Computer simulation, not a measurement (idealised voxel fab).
process module | voxel ribs on slabs
cross-section cut | 265 nm wide | cells 5 nm
A cross-section is a grid of square cells, given in bands from the top down. A band is one or more rows of cells.
Each band's line starts with the height of the band's top and of its bottom, in nm. Then come its materials from left to right, each with its width in nm. One material with "throughout" fills the band from edge to edge. "air" is empty space.
Height 0 is the level under which the wafer as received is all one material. The lowest band goes on downwards, as in "0 down".
A width such as "30 to 40" changes by the same amount from each row of cells to the next, from the band's top row to its bottom row.
"no change" after a step means that no cell of the cross-section changed.
closed voids: empty space of 8 cells or more with no open way to the top, each as width x height at its distance from the left edge, in nm
after a step's settings: what the simulator itself notes on the step
overlay nm, on a step with a mask: how far to the right of its planned place the mask lay; to the left if negative
plan
1 op RECEIVE | material Si
2 op DIRECTIONAL_DEP | material SiO2 | thk nm 20
3 op DIRECTIONAL_DEP | material polySi | thk nm 20
4 op DIRECTIONAL_DEP | material aC | thk nm 15
5 op PATTERN | tone cover | mask id RIB | material resist | width nm 20 | thk nm 30 | overlay nm 0
6 op DIRECTIONAL_ETCH | etch materials aC | depth nm 15
7 op STRIP | etch materials resist
8 op DIRECTIONAL_ETCH | etch materials polySi | depth nm 10
9 op STRIP | etch materials aC
10 op MASKED_ETCH | tone cover | mask id SLAB | width nm 50 | etch materials polySi | depth nm 10 | overlay nm 0
11 op FILL_DEP | material SiO2 | thk nm 15
12 op CMP | height nm 50
13 op DIRECTIONAL_DEP | material W | thk nm 10
14 op MASKED_ETCH | tone cover | mask id HEATER | width nm 30 | etch materials W | depth nm 10 | overlay nm 0
15 op CONFORMAL_DEP | material SiN | thk nm 5
as received, after step 1
  0 down: Si throughout
  closed voids: none
first wafer at the end, as planned
  65 to 60: air 110 | SiN 40 | air 115
  60 to 55: air 110 | SiN 5 | W 30 | SiN 5 | air 115
  55 to 50: SiN 115 | W 30 | SiN 120
  50 to 40: SiO2 throughout
  40 to 30: SiO2 120 | polySi 20 | SiO2 125
  30 to 20: SiO2 105 | polySi 50 | SiO2 110
  20 to 0: SiO2 throughout
  0 down: Si throughout
  closed voids: none
second wafer at the end: like start, like plan, one mistake
  60 to 50: air 115 | W 30 | air 120
  50 to 40: SiO2 throughout
  40 to 30: SiO2 120 | polySi 20 | SiO2 125
  30 to 20: SiO2 105 | polySi 50 | SiO2 110
  20 to 0: SiO2 throughout
  0 down: Si throughout
  closed voids: none
what went wrong: step 15 was left out
at the end the second wafer has, in cells: 57 fewer of SiN
